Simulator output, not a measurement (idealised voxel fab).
Process module under the name voxel self aligned vias
Shown is cross-section cut, with a width of 270 nm and square cells of size 5 nm.
A cross-section is a grid of square cells, given in bands from the top down. A band is one or more rows of cells. Band: top height; bottom height; in nm. Then, left to right: material with width in nm, for each material. "everywhere": a single material spanning edge to edge. "empty": empty space. Beneath 0, the wafer as received is one material, and that level is where height counting begins. The lowest band goes on downward without a bottom; it is written like "0..down". Think of "30..40" as a width that walks from the first number to the second as you go down the band, top row to bottom row, taking equal-sized steps from row to row. "left unchanged", as given for a step, is the statement that not any cell of the cross-section underwent a change during that step. "Trapped cavities" enumerates empty spaces isolated from the top, with no open way to it, that contain at least 8 cells, giving each as width x height at distance from the left edge, all three in nm. Read whatever lies past the settings on a step's line as the simulator's own remark about the step. The line of a step may include "overlay nm". On a step with a mask, this value is how far to the right of its planned place the mask lay. A negative value means the mask lay to the left. Guide to the pairs. Each holds a before and an after cross-section around one process step; the after cross-section is cut off at the lowest band that changed. Look under the pair for the step between them and its settings. Pairs can come from different runs of this module on the same starting wafer, so a pair follows on from the one above it only where its entry headed "Pre-step view" says it does.

### Pre-step view
  0..down: Si everywhere
  Trapped cavities: none

### Resulting Cross-Section
  15..0: SiO2 everywhere
  Under the height 0 nothing was changed.
  Trapped cavities: none
Transition step, before and after shown above: CONFORMAL_DEP: material SiO2, thk nm 15

Pre-step view: it's just the after picture from the pair right above this one.

### Resulting Cross-Section
  20..15: SiCN everywhere
  Under the height 15 nothing was changed.
  Trapped cavities: none
Transition step, before and after shown above: CONFORMAL_DEP: material SiCN, thk nm 5

Pre-step view: it's just the after picture from the pair right above this one.

### Resulting Cross-Section
  50..20: lowk everywhere
  Under the height 20 nothing was changed.
  Trapped cavities: none
Transition step, before and after shown above: DIRECTIONAL_DEP: material lowk, thk nm 30

Pre-step view: it's just the after picture from the pair right above this one.

### Resulting Cross-Section
  50..20: lowk 45, then empty 25, then lowk 50, then empty 25, then lowk 50, then empty 25, then lowk 50
  Under the height 20 nothing was changed.
  Trapped cavities: none
Transition step, before and after shown above: MASKED_ETCH: tone open, mask id LINES, width nm 25, pitch nm 75, etch materials lowk, depth nm 30, overlay nm 0

Pre-step view: it's just the after picture from the pair right above this one.

### Resulting Cross-Section
  55..50: TiN 50, then empty 15, then TiN 60, then empty 15, then TiN 60, then empty 15, then TiN 55
  50..25: lowk 45, then TiN 5, then empty 15, then TiN 5, then lowk 50, then TiN 5, then empty 15, then TiN 5, then lowk 50, then TiN 5, then empty 15, then TiN 5, then lowk 50
  25..20: lowk 45, then TiN 25, then lowk 50, then TiN 25, then lowk 50, then TiN 25, then lowk 50
  Under the height 20 nothing was changed.
  Trapped cavities: none
Transition step, before and after shown above: CONFORMAL_DEP: material TiN, thk nm 5

Pre-step view: it's just the after picture from the pair right above this one.

### Resulting Cross-Section
  65..55: W everywhere
  55..50: TiN 50, then W 15, then TiN 60, then W 15, then TiN 60, then W 15, then TiN 55
  50..25: lowk 45, then TiN 5, then W 15, then TiN 5, then lowk 50, then TiN 5, then W 15, then TiN 5, then lowk 50, then TiN 5, then W 15, then TiN 5, then lowk 50
  Under the height 25 nothing was changed.
  Trapped cavities: none
Transition step, before and after shown above: FILL_DEP: material W, thk nm 10

Pre-step view: it's just the after picture from the pair right above this one.

### Resulting Cross-Section
  50..25: lowk 45, then TiN 5, then W 15, then TiN 5, then lowk 50, then TiN 5, then W 15, then TiN 5, then lowk 50, then TiN 5, then W 15, then TiN 5, then lowk 50
  Under the height 25 nothing was changed.
  Trapped cavities: none
Transition step, before and after shown above: CMP: height nm 50

Pre-step view: it's just the after picture from the pair right above this one.

### Resulting Cross-Section
  50..45: lowk 45, then empty 25, then lowk 50, then empty 25, then lowk 50, then empty 25, then lowk 50
  Under the height 45 nothing was changed.
  Trapped cavities: none
Transition step, before and after shown above: SELECTIVE_ETCH: etch materials W Ru TiN, depth nm 5

Pre-step view: it's just the after picture from the pair right above this one.

### Resulting Cross-Section
  55..50: SiN everywhere
  50..45: lowk 45, then SiN 25, then lowk 50, then SiN 25, then lowk 50, then SiN 25, then lowk 50
  Under the height 45 nothing was changed.
  Trapped cavities: none
Transition step, before and after shown above: FILL_DEP: material SiN, thk nm 5

Pre-step view: it's just the after picture from the pair right above this one.

### Resulting Cross-Section
  50..45: lowk 45, then SiN 25, then lowk 50, then SiN 25, then lowk 50, then SiN 25, then lowk 50
  Under the height 45 nothing was changed.
  Trapped cavities: none
Transition step, before and after shown above: CMP: height nm 50

Pre-step view: it's just the after picture from the pair right above this one.

### Resulting Cross-Section
  65..50: lowk everywhere
  Under the height 50 nothing was changed.
  Trapped cavities: none
Transition step, before and after shown above: DIRECTIONAL_DEP: material lowk, thk nm 15

Pre-step view: it's just the after picture from the pair right above this one.

### Resulting Cross-Section
  65..50: lowk 35, then empty 45, then lowk 30, then empty 45, then lowk 30, then empty 45, then lowk 40
  Under the height 50 nothing was changed.
  Trapped cavities: none
Transition step, before and after shown above: MASKED_ETCH: tone open, mask id VIAS, width nm 45, pitch nm 75, etch materials lowk, depth nm 15, overlay nm 0

Pre-step view: it's just the after picture from the pair right above this one.

### Resulting Cross-Section
  65..50: lowk 35, then empty 45, then lowk 30, then empty 45, then lowk 30, then empty 45, then lowk 40
  50..45: lowk 45, then empty 25, then lowk 50, then empty 25, then lowk 50, then empty 25, then lowk 50
  Under the height 45 nothing was changed.
  Trapped cavities: none
Transition step, before and after shown above: MASKED_ETCH: tone open, mask id VIAS, width nm 45, pitch nm 75, etch materials SiN, depth nm 5, overlay nm 0

Pre-step view: it's just the after picture from the pair right above this one.

### Resulting Cross-Section
  70..65: TiN 40, then empty 35, then TiN 40, then empty 35, then TiN 40, then empty 35, then TiN 45
  65..55: lowk 35, then TiN 5, then empty 35, then TiN 5, then lowk 30, then TiN 5, then empty 35, then TiN 5, then lowk 30, then TiN 5, then empty 35, then TiN 5, then lowk 40
  55..50: lowk 35, then TiN 15, then empty 15, then TiN 15, then lowk 30, then TiN 15, then empty 15, then TiN 15, then lowk 30, then TiN 15, then empty 15, then TiN 15, then lowk 40
  50..45: lowk 45, then TiN 25, then lowk 50, then TiN 25, then lowk 50, then TiN 25, then lowk 50
  Under the height 45 nothing was changed.
  Trapped cavities: none
Transition step, before and after shown above: CONFORMAL_DEP: material TiN, thk nm 5

Pre-step view: it's just the after picture from the pair right above this one.

### Resulting Cross-Section
  80..70: Cu everywhere
  70..65: TiN 40, then Cu 35, then TiN 40, then Cu 35, then TiN 40, then Cu 35, then TiN 45
  65..55: lowk 35, then TiN 5, then Cu 35, then TiN 5, then lowk 30, then TiN 5, then Cu 35, then TiN 5, then lowk 30, then TiN 5, then Cu 35, then TiN 5, then lowk 40
  55..50: lowk 35, then TiN 15, then Cu 15, then TiN 15, then lowk 30, then TiN 15, then Cu 15, then TiN 15, then lowk 30, then TiN 15, then Cu 15, then TiN 15, then lowk 40
  Under the height 50 nothing was changed.
  Trapped cavities: none
Transition step, before and after shown above: FILL_DEP: material Cu, thk nm 10

Pre-step view: it's just the after picture from the pair right above this one.

### Resulting Cross-Section
  65..55: lowk 35, then TiN 5, then Cu 35, then TiN 5, then lowk 30, then TiN 5, then Cu 35, then TiN 5, then lowk 30, then TiN 5, then Cu 35, then TiN 5, then lowk 40
  Under the height 55 nothing was changed.
  Trapped cavities: none
Transition step, before and after shown above: CMP: height nm 65

Pre-step view: it's just the after picture from the pair right above this one.

### Resulting Cross-Section
  70..65: SiN everywhere
  Under the height 65 nothing was changed.
  Trapped cavities: none
Transition step, before and after shown above: CONFORMAL_DEP: material SiN, thk nm 5

### Pre-step view
  15..0: SiO2 everywhere
  0..down: Si everywhere
  Trapped cavities: none

### Resulting Cross-Section
  45..15: lowk everywhere
  Under the height 15 nothing was changed.
  Trapped cavities: none
Transition step, before and after shown above: DIRECTIONAL_DEP: material lowk, thk nm 30

Pre-step view: it's just the after picture from the pair right above this one.

### Resulting Cross-Section
  45..15: lowk 45, then empty 25, then lowk 50, then empty 25, then lowk 50, then empty 25, then lowk 50
  Under the height 15 nothing was changed.
  Trapped cavities: none
Transition step, before and after shown above: MASKED_ETCH: tone open, mask id LINES, width nm 25, pitch nm 75, etch materials lowk, depth nm 30, overlay nm 0

Pre-step view: it's just the after picture from the pair right above this one.

### Resulting Cross-Section
  50..45: TiN 50, then empty 15, then TiN 60, then empty 15, then TiN 60, then empty 15, then TiN 55
  45..20: lowk 45, then TiN 5, then empty 15, then TiN 5, then lowk 50, then TiN 5, then empty 15, then TiN 5, then lowk 50, then TiN 5, then empty 15, then TiN 5, then lowk 50
  20..15: lowk 45, then TiN 25, then lowk 50, then TiN 25, then lowk 50, then TiN 25, then lowk 50
  Under the height 15 nothing was changed.
  Trapped cavities: none
Transition step, before and after shown above: CONFORMAL_DEP: material TiN, thk nm 5

Pre-step view: it's just the after picture from the pair right above this one.

### Resulting Cross-Section
  60..50: W everywhere
  50..45: TiN 50, then W 15, then TiN 60, then W 15, then TiN 60, then W 15, then TiN 55
  45..20: lowk 45, then TiN 5, then W 15, then TiN 5, then lowk 50, then TiN 5, then W 15, then TiN 5, then lowk 50, then TiN 5, then W 15, then TiN 5, then lowk 50
  Under the height 20 nothing was changed.
  Trapped cavities: none
Transition step, before and after shown above: FILL_DEP: material W, thk nm 10

Pre-step view: it's just the after picture from the pair right above this one.

### Resulting Cross-Section
  50..45: TiN 50, then W 15, then TiN 60, then W 15, then TiN 60, then W 15, then TiN 55
  Under the height 45 nothing was changed.
  Trapped cavities: none
Transition step, before and after shown above: CMP: height nm 50

Pre-step view: it's just the after picture from the pair right above this one.

### Resulting Cross-Section
  45..20: lowk 45, then TiN 5, then W 15, then TiN 5, then lowk 50, then TiN 5, then W 15, then TiN 5, then lowk 50, then TiN 5, then W 15, then TiN 5, then lowk 50
  Under the height 20 nothing was changed.
  Trapped cavities: none
Transition step, before and after shown above: SELECTIVE_ETCH: etch materials W Ru TiN, depth nm 5

Pre-step view: it's just the after picture from the pair right above this one.

### Resulting Cross-Section
  50..45: SiN everywhere
  Under the height 45 nothing was changed.
  Trapped cavities: none
Transition step, before and after shown above: FILL_DEP: material SiN, thk nm 5

Pre-step view: it's just the after picture from the pair right above this one.

### Resulting Cross-Section
  65..50: lowk everywhere
  Under the height 50 nothing was changed.
  Trapped cavities: none
Transition step, before and after shown above: DIRECTIONAL_DEP: material lowk, thk nm 15

Pre-step view: it's just the after picture from the pair right above this one.

### Resulting Cross-Section
  65..50: lowk 35, then empty 45, then lowk 30, then empty 45, then lowk 30, then empty 45, then lowk 40
  Under the height 50 nothing was changed.
  Trapped cavities: none
Transition step, before and after shown above: MASKED_ETCH: tone open, mask id VIAS, width nm 45, pitch nm 75, etch materials lowk, depth nm 15, overlay nm 0

Pre-step view: it's just the after picture from the pair right above this one.

### Resulting Cross-Section
  65..50: lowk 35, then empty 45, then lowk 30, then empty 45, then lowk 30, then empty 45, then lowk 40
  50..45: SiN 35, then empty 45, then SiN 30, then empty 45, then SiN 30, then empty 45, then SiN 40
  Under the height 45 nothing was changed.
  Trapped cavities: none
Transition step, before and after shown above: MASKED_ETCH: tone open, mask id VIAS, width nm 45, pitch nm 75, etch materials SiN, depth nm 5, overlay nm 0

Pre-step view: it's just the after picture from the pair right above this one.

### Resulting Cross-Section
  70..65: TiN 40, then empty 35, then TiN 40, then empty 35, then TiN 40, then empty 35, then TiN 45
  65..50: lowk 35, then TiN 5, then empty 35, then TiN 5, then lowk 30, then TiN 5, then empty 35, then TiN 5, then lowk 30, then TiN 5, then empty 35, then TiN 5, then lowk 40
  50..45: SiN 35, then TiN 45, then SiN 30, then TiN 45, then SiN 30, then TiN 45, then SiN 40
  Under the height 45 nothing was changed.
  Trapped cavities: none
Transition step, before and after shown above: CONFORMAL_DEP: material TiN, thk nm 5

Pre-step view: it's just the after picture from the pair right above this one.

### Resulting Cross-Section
  80..70: Cu everywhere
  70..65: TiN 40, then Cu 35, then TiN 40, then Cu 35, then TiN 40, then Cu 35, then TiN 45
  65..50: lowk 35, then TiN 5, then Cu 35, then TiN 5, then lowk 30, then TiN 5, then Cu 35, then TiN 5, then lowk 30, then TiN 5, then Cu 35, then TiN 5, then lowk 40
  Under the height 50 nothing was changed.
  Trapped cavities: none
Transition step, before and after shown above: FILL_DEP: material Cu, thk nm 10

Pre-step view: it's just the after picture from the pair right above this one.

### Resulting Cross-Section
  65..50: lowk 35, then TiN 5, then Cu 35, then TiN 5, then lowk 30, then TiN 5, then Cu 35, then TiN 5, then lowk 30, then TiN 5, then Cu 35, then TiN 5, then lowk 40
  Under the height 50 nothing was changed.
  Trapped cavities: none
Transition step, before and after shown above: CMP: height nm 65

Pre-step view: it's just the after picture from the pair right above this one.

### Resulting Cross-Section
  70..65: SiN everywhere
  Under the height 65 nothing was changed.
  Trapped cavities: none
Transition step, before and after shown above: CONFORMAL_DEP: material SiN, thk nm 5

### Pre-step view
  15..0: SiO2 everywhere
  0..down: Si everywhere
  Trapped cavities: none

### Resulting Cross-Section
  30..0: SiO2 everywhere
  Under the height 0 nothing was changed.
  Trapped cavities: none
Transition step, before and after shown above: CONFORMAL_DEP: material SiO2, thk nm 15

Pre-step view: it's just the after picture from the pair right above this one.

### Resulting Cross-Section
  35..30: SiCN everywhere
  Under the height 30 nothing was changed.
  Trapped cavities: none
Transition step, before and after shown above: CONFORMAL_DEP: material SiCN, thk nm 5

Pre-step view: it's just the after picture from the pair right above this one.

### Resulting Cross-Section
  65..35: lowk everywhere
  Under the height 35 nothing was changed.
  Trapped cavities: none
Transition step, before and after shown above: DIRECTIONAL_DEP: material lowk, thk nm 30

Pre-step view: it's just the after picture from the pair right above this one.

### Resulting Cross-Section
  65..35: lowk 45, then empty 25, then lowk 50, then empty 25, then lowk 50, then empty 25, then lowk 50
  Under the height 35 nothing was changed.
  Trapped cavities: none
Transition step, before and after shown above: MASKED_ETCH: tone open, mask id LINES, width nm 25, pitch nm 75, etch materials lowk, depth nm 30, overlay nm 0

Pre-step view: it's just the after picture from the pair right above this one.

### Resulting Cross-Section
  70..65: TiN 50, then empty 15, then TiN 60, then empty 15, then TiN 60, then empty 15, then TiN 55
  65..40: lowk 45, then TiN 5, then empty 15, then TiN 5, then lowk 50, then TiN 5, then empty 15, then TiN 5, then lowk 50, then TiN 5, then empty 15, then TiN 5, then lowk 50
  40..35: lowk 45, then TiN 25, then lowk 50, then TiN 25, then lowk 50, then TiN 25, then lowk 50
  Under the height 35 nothing was changed.
  Trapped cavities: none
Transition step, before and after shown above: CONFORMAL_DEP: material TiN, thk nm 5

Pre-step view: it's just the after picture from the pair right above this one.

### Resulting Cross-Section
  80..70: W everywhere
  70..65: TiN 50, then W 15, then TiN 60, then W 15, then TiN 60, then W 15, then TiN 55
  65..40: lowk 45, then TiN 5, then W 15, then TiN 5, then lowk 50, then TiN 5, then W 15, then TiN 5, then lowk 50, then TiN 5, then W 15, then TiN 5, then lowk 50
  Under the height 40 nothing was changed.
  Trapped cavities: none
Transition step, before and after shown above: FILL_DEP: material W, thk nm 10

Pre-step view: it's just the after picture from the pair right above this one.

### Resulting Cross-Section
  50..40: lowk 45, then TiN 5, then W 15, then TiN 5, then lowk 50, then TiN 5, then W 15, then TiN 5, then lowk 50, then TiN 5, then W 15, then TiN 5, then lowk 50
  Under the height 40 nothing was changed.
  Trapped cavities: none
Transition step, before and after shown above: CMP: height nm 50

Pre-step view: it's just the after picture from the pair right above this one.

### Resulting Cross-Section
  50..45: lowk 45, then empty 25, then lowk 50, then empty 25, then lowk 50, then empty 25, then lowk 50
  Under the height 45 nothing was changed.
  Trapped cavities: none
Transition step, before and after shown above: SELECTIVE_ETCH: etch materials W Ru TiN, depth nm 5

Pre-step view: it's just the after picture from the pair right above this one.

### Resulting Cross-Section
  55..50: SiN everywhere
  50..45: lowk 45, then SiN 25, then lowk 50, then SiN 25, then lowk 50, then SiN 25, then lowk 50
  Under the height 45 nothing was changed.
  Trapped cavities: none
Transition step, before and after shown above: FILL_DEP: material SiN, thk nm 5

Pre-step view: it's just the after picture from the pair right above this one.

### Resulting Cross-Section
  50..45: lowk 45, then SiN 25, then lowk 50, then SiN 25, then lowk 50, then SiN 25, then lowk 50
  Under the height 45 nothing was changed.
  Trapped cavities: none
Transition step, before and after shown above: CMP: height nm 50

Pre-step view: it's just the after picture from the pair right above this one.

### Resulting Cross-Section
  65..50: lowk everywhere
  Under the height 50 nothing was changed.
  Trapped cavities: none
Transition step, before and after shown above: DIRECTIONAL_DEP: material lowk, thk nm 15

Pre-step view: it's just the after picture from the pair right above this one.

### Resulting Cross-Section
  65..50: lowk 35, then empty 45, then lowk 30, then empty 45, then lowk 30, then empty 45, then lowk 40
  Under the height 50 nothing was changed.
  Trapped cavities: none
Transition step, before and after shown above: MASKED_ETCH: tone open, mask id VIAS, width nm 45, pitch nm 75, etch materials lowk, depth nm 15, overlay nm 0

Pre-step view: it's just the after picture from the pair right above this one.

### Resulting Cross-Section
  65..50: lowk 35, then empty 45, then lowk 30, then empty 45, then lowk 30, then empty 45, then lowk 40
  50..45: lowk 45, then empty 25, then lowk 50, then empty 25, then lowk 50, then empty 25, then lowk 50
  Under the height 45 nothing was changed.
  Trapped cavities: none
Transition step, before and after shown above: MASKED_ETCH: tone open, mask id VIAS, width nm 45, pitch nm 75, etch materials SiN, depth nm 5, overlay nm 0

Pre-step view: it's just the after picture from the pair right above this one.

### Resulting Cross-Section
  70..65: TiN 40, then empty 35, then TiN 40, then empty 35, then TiN 40, then empty 35, then TiN 45
  65..55: lowk 35, then TiN 5, then empty 35, then TiN 5, then lowk 30, then TiN 5, then empty 35, then TiN 5, then lowk 30, then TiN 5, then empty 35, then TiN 5, then lowk 40
  55..50: lowk 35, then TiN 15, then empty 15, then TiN 15, then lowk 30, then TiN 15, then empty 15, then TiN 15, then lowk 30, then TiN 15, then empty 15, then TiN 15, then lowk 40
  50..45: lowk 45, then TiN 25, then lowk 50, then TiN 25, then lowk 50, then TiN 25, then lowk 50
  Under the height 45 nothing was changed.
  Trapped cavities: none
Transition step, before and after shown above: CONFORMAL_DEP: material TiN, thk nm 5

Pre-step view: it's just the after picture from the pair right above this one.

### Resulting Cross-Section
  80..70: Cu everywhere
  70..65: TiN 40, then Cu 35, then TiN 40, then Cu 35, then TiN 40, then Cu 35, then TiN 45
  65..55: lowk 35, then TiN 5, then Cu 35, then TiN 5, then lowk 30, then TiN 5, then Cu 35, then TiN 5, then lowk 30, then TiN 5, then Cu 35, then TiN 5, then lowk 40
  55..50: lowk 35, then TiN 15, then Cu 15, then TiN 15, then lowk 30, then TiN 15, then Cu 15, then TiN 15, then lowk 30, then TiN 15, then Cu 15, then TiN 15, then lowk 40
  Under the height 50 nothing was changed.
  Trapped cavities: none
Transition step, before and after shown above: FILL_DEP: material Cu, thk nm 10

Pre-step view: it's just the after picture from the pair right above this one.

### Resulting Cross-Section
  65..55: lowk 35, then TiN 5, then Cu 35, then TiN 5, then lowk 30, then TiN 5, then Cu 35, then TiN 5, then lowk 30, then TiN 5, then Cu 35, then TiN 5, then lowk 40
  Under the height 55 nothing was changed.
  Trapped cavities: none
Transition step, before and after shown above: CMP: height nm 65

Pre-step view: it's just the after picture from the pair right above this one.

### Resulting Cross-Section
  70..65: SiN everywhere
  Under the height 65 nothing was changed.
  Trapped cavities: none
Transition step, before and after shown above: CONFORMAL_DEP: material SiN, thk nm 5

### Pre-step view
  45..15: lowk everywhere
  15..0: SiO2 everywhere
  0..down: Si everywhere
  Trapped cavities: none

### Resulting Cross-Section
  50..45: SiCN everywhere
  Under the height 45 nothing was changed.
  Trapped cavities: none
Transition step, before and after shown above: CONFORMAL_DEP: material SiCN, thk nm 5

Pre-step view: it's just the after picture from the pair right above this one.

### Resulting Cross-Section
  55..50: TiN everywhere
  Under the height 50 nothing was changed.
  Trapped cavities: none
Transition step, before and after shown above: CONFORMAL_DEP: material TiN, thk nm 5

Pre-step view: it's just the after picture from the pair right above this one.

### Resulting Cross-Section
  65..55: W everywhere
  Under the height 55 nothing was changed.
  Trapped cavities: none
Transition step, before and after shown above: FILL_DEP: material W, thk nm 10

Pre-step view: it's just the after picture from the pair right above this one.

### Resulting Cross-Section
  50..45: SiCN everywhere
  Under the height 45 nothing was changed.
  Trapped cavities: none
Transition step, before and after shown above: CMP: height nm 50

Pre-step view: it's just the after picture from the pair right above this one.

### Resulting Cross-Section
  55..50: SiN everywhere
  Under the height 50 nothing was changed.
  Trapped cavities: none
Transition step, before and after shown above: FILL_DEP: material SiN, thk nm 5

Pre-step view: it's just the after picture from the pair right above this one.

### Resulting Cross-Section
  50..45: SiCN everywhere
  Under the height 45 nothing was changed.
  Trapped cavities: none
Transition step, before and after shown above: CMP: height nm 50

Pre-step view: it's just the after picture from the pair right above this one.

### Resulting Cross-Section
  65..50: lowk everywhere
  Under the height 50 nothing was changed.
  Trapped cavities: none
Transition step, before and after shown above: DIRECTIONAL_DEP: material lowk, thk nm 15

Pre-step view: it's just the after picture from the pair right above this one.

### Resulting Cross-Section
  65..50: lowk 35, then empty 45, then lowk 30, then empty 45, then lowk 30, then empty 45, then lowk 40
  Under the height 50 nothing was changed.
  Trapped cavities: none
Transition step, before and after shown above: MASKED_ETCH: tone open, mask id VIAS, width nm 45, pitch nm 75, etch materials lowk, depth nm 15, overlay nm 0

Pre-step view: it's just the after picture from the pair right above this one.

### Resulting Cross-Section
  70..65: TiN 40, then empty 35, then TiN 40, then empty 35, then TiN 40, then empty 35, then TiN 45
  65..55: lowk 35, then TiN 5, then empty 35, then TiN 5, then lowk 30, then TiN 5, then empty 35, then TiN 5, then lowk 30, then TiN 5, then empty 35, then TiN 5, then lowk 40
  55..50: lowk 35, then TiN 45, then lowk 30, then TiN 45, then lowk 30, then TiN 45, then lowk 40
  Under the height 50 nothing was changed.
  Trapped cavities: none
Transition step, before and after shown above: CONFORMAL_DEP: material TiN, thk nm 5

Pre-step view: it's just the after picture from the pair right above this one.

### Resulting Cross-Section
  80..70: Cu everywhere
  70..65: TiN 40, then Cu 35, then TiN 40, then Cu 35, then TiN 40, then Cu 35, then TiN 45
  65..55: lowk 35, then TiN 5, then Cu 35, then TiN 5, then lowk 30, then TiN 5, then Cu 35, then TiN 5, then lowk 30, then TiN 5, then Cu 35, then TiN 5, then lowk 40
  Under the height 55 nothing was changed.
  Trapped cavities: none
Transition step, before and after shown above: FILL_DEP: material Cu, thk nm 10

Pre-step view: it's just the after picture from the pair right above this one.

### Resulting Cross-Section
  65..55: lowk 35, then TiN 5, then Cu 35, then TiN 5, then lowk 30, then TiN 5, then Cu 35, then TiN 5, then lowk 30, then TiN 5, then Cu 35, then TiN 5, then lowk 40
  Under the height 55 nothing was changed.
  Trapped cavities: none
Transition step, before and after shown above: CMP: height nm 65

Pre-step view: it's just the after picture from the pair right above this one.

### Resulting Cross-Section
  70..65: SiN everywhere
  Under the height 65 nothing was changed.
  Trapped cavities: none
Transition step, before and after shown above: CONFORMAL_DEP: material SiN, thk nm 5

### Pre-step view
  65..50: lowk everywhere
  50..45: lowk 45, then SiN 25, then lowk 50, then SiN 25, then lowk 50, then SiN 25, then lowk 50
  45..25: lowk 45, then TiN 5, then W 15, then TiN 5, then lowk 50, then TiN 5, then W 15, then TiN 5, then lowk 50, then TiN 5, then W 15, then TiN 5, then lowk 50
  25..20: lowk 45, then TiN 25, then lowk 50, then TiN 25, then lowk 50, then TiN 25, then lowk 50
  20..15: SiCN everywhere
  15..0: SiO2 everywhere
  0..down: Si everywhere
  Trapped cavities: none

### Resulting Cross-Section
  65..50: lowk 35, then empty 45, then lowk 30, then empty 45, then lowk 30, then empty 45, then lowk 40
  50..45: lowk 35, then empty 10, then SiN 25, then empty 10, then lowk 30, then empty 10, then SiN 25, then empty 10, then lowk 30, then empty 10, then SiN 25, then empty 10, then lowk 40
  45..40: lowk 35, then empty 10, then TiN 5, then W 15, then TiN 5, then empty 10, then lowk 30, then empty 10, then TiN 5, then W 15, then TiN 5, then empty 10, then lowk 30, then empty 10, then TiN 5, then W 15, then TiN 5, then empty 10, then lowk 40
  Under the height 40 nothing was changed.
  Trapped cavities: none
Transition step, before and after shown above: MASKED_ETCH: tone open, mask id VIAS, width nm 45, pitch nm 75, etch materials lowk, depth nm 25, overlay nm 0

Pre-step view: it's just the after picture from the pair right above this one.

### Resulting Cross-Section
  65..45: lowk 35, then empty 45, then lowk 30, then empty 45, then lowk 30, then empty 45, then lowk 40
  Under the height 45 nothing was changed.
  Trapped cavities: none
Transition step, before and after shown above: MASKED_ETCH: tone open, mask id VIAS, width nm 45, pitch nm 75, etch materials SiN, depth nm 5, overlay nm 0

Pre-step view: it's just the after picture from the pair right above this one.

### Resulting Cross-Section
  70..65: TiN 40, then empty 35, then TiN 40, then empty 35, then TiN 40, then empty 35, then TiN 45
  65..50: lowk 35, then TiN 5, then empty 35, then TiN 5, then lowk 30, then TiN 5, then empty 35, then TiN 5, then lowk 30, then TiN 5, then empty 35, then TiN 5, then lowk 40
  50..45: lowk 35, then TiN 45, then lowk 30, then TiN 45, then lowk 30, then TiN 45, then lowk 40
  45..40: lowk 35, then TiN 15, then W 15, then TiN 15, then lowk 30, then TiN 15, then W 15, then TiN 15, then lowk 30, then TiN 15, then W 15, then TiN 15, then lowk 40
  Under the height 40 nothing was changed.
  Trapped cavities: none
Transition step, before and after shown above: CONFORMAL_DEP: material TiN, thk nm 5

Pre-step view: it's just the after picture from the pair right above this one.

### Resulting Cross-Section
  80..70: Cu everywhere
  70..65: TiN 40, then Cu 35, then TiN 40, then Cu 35, then TiN 40, then Cu 35, then TiN 45
  65..50: lowk 35, then TiN 5, then Cu 35, then TiN 5, then lowk 30, then TiN 5, then Cu 35, then TiN 5, then lowk 30, then TiN 5, then Cu 35, then TiN 5, then lowk 40
  Under the height 50 nothing was changed.
  Trapped cavities: none
Transition step, before and after shown above: FILL_DEP: material Cu, thk nm 10

Pre-step view: it's just the after picture from the pair right above this one.

### Resulting Cross-Section
  65..50: lowk 35, then TiN 5, then Cu 35, then TiN 5, then lowk 30, then TiN 5, then Cu 35, then TiN 5, then lowk 30, then TiN 5, then Cu 35, then TiN 5, then lowk 40
  Under the height 50 nothing was changed.
  Trapped cavities: none
Transition step, before and after shown above: CMP: height nm 65

Pre-step view: it's just the after picture from the pair right above this one.

### Resulting Cross-Section
  70..65: SiN everywhere
  Under the height 65 nothing was changed.
  Trapped cavities: none
Transition step, before and after shown above: CONFORMAL_DEP: material SiN, thk nm 5

### Pre-step view
  65..50: lowk everywhere
  50..45: lowk 45, then SiN 25, then lowk 50, then SiN 25, then lowk 50, then SiN 25, then lowk 50
  45..25: lowk 45, then TiN 5, then W 15, then TiN 5, then lowk 50, then TiN 5, then W 15, then TiN 5, then lowk 50, then TiN 5, then W 15, then TiN 5, then lowk 50
  25..20: lowk 45, then TiN 25, then lowk 50, then TiN 25, then lowk 50, then TiN 25, then lowk 50
  20..15: SiCN everywhere
  15..0: SiO2 everywhere
  0..down: Si everywhere
  Trapped cavities: none

### Resulting Cross-Section
  65..50: lowk 40, then empty 35, then lowk 40, then empty 35, then lowk 40, then empty 35, then lowk 45
  Under the height 50 nothing was changed.
  Trapped cavities: none
Transition step, before and after shown above: MASKED_ETCH: tone open, mask id VIAS, width nm 35, pitch nm 75, etch materials lowk, depth nm 15, overlay nm 0

Pre-step view: it's just the after picture from the pair right above this one.

### Resulting Cross-Section
  65..50: lowk 40, then empty 35, then lowk 40, then empty 35, then lowk 40, then empty 35, then lowk 45
  50..45: lowk 45, then empty 25, then lowk 50, then empty 25, then lowk 50, then empty 25, then lowk 50
  Under the height 45 nothing was changed.
  Trapped cavities: none
Transition step, before and after shown above: MASKED_ETCH: tone open, mask id VIAS, width nm 45, pitch nm 75, etch materials SiN, depth nm 5, overlay nm 0

Pre-step view: it's just the after picture from the pair right above this one.

### Resulting Cross-Section
  70..65: TiN 45, then empty 25, then TiN 50, then empty 25, then TiN 50, then empty 25, then TiN 50
  65..55: lowk 40, then TiN 5, then empty 25, then TiN 5, then lowk 40, then TiN 5, then empty 25, then TiN 5, then lowk 40, then TiN 5, then empty 25, then TiN 5, then lowk 45
  55..50: lowk 40, then TiN 10, then empty 15, then TiN 10, then lowk 40, then TiN 10, then empty 15, then TiN 10, then lowk 40, then TiN 10, then empty 15, then TiN 10, then lowk 45
  50..45: lowk 45, then TiN 25, then lowk 50, then TiN 25, then lowk 50, then TiN 25, then lowk 50
  Under the height 45 nothing was changed.
  Trapped cavities: none
Transition step, before and after shown above: CONFORMAL_DEP: material TiN, thk nm 5

Pre-step view: it's just the after picture from the pair right above this one.

### Resulting Cross-Section
  80..70: Cu everywhere
  70..65: TiN 45, then Cu 25, then TiN 50, then Cu 25, then TiN 50, then Cu 25, then TiN 50
  65..55: lowk 40, then TiN 5, then Cu 25, then TiN 5, then lowk 40, then TiN 5, then Cu 25, then TiN 5, then lowk 40, then TiN 5, then Cu 25, then TiN 5, then lowk 45
  55..50: lowk 40, then TiN 10, then Cu 15, then TiN 10, then lowk 40, then TiN 10, then Cu 15, then TiN 10, then lowk 40, then TiN 10, then Cu 15, then TiN 10, then lowk 45
  Under the height 50 nothing was changed.
  Trapped cavities: none
Transition step, before and after shown above: FILL_DEP: material Cu, thk nm 10

Pre-step view: it's just the after picture from the pair right above this one.

### Resulting Cross-Section
  65..55: lowk 40, then TiN 5, then Cu 25, then TiN 5, then lowk 40, then TiN 5, then Cu 25, then TiN 5, then lowk 40, then TiN 5, then Cu 25, then TiN 5, then lowk 45
  Under the height 55 nothing was changed.
  Trapped cavities: none
Transition step, before and after shown above: CMP: height nm 65

Pre-step view: it's just the after picture from the pair right above this one.

### Resulting Cross-Section
  70..65: SiN everywhere
  Under the height 65 nothing was changed.
  Trapped cavities: none
Transition step, before and after shown above: CONFORMAL_DEP: material SiN, thk nm 5
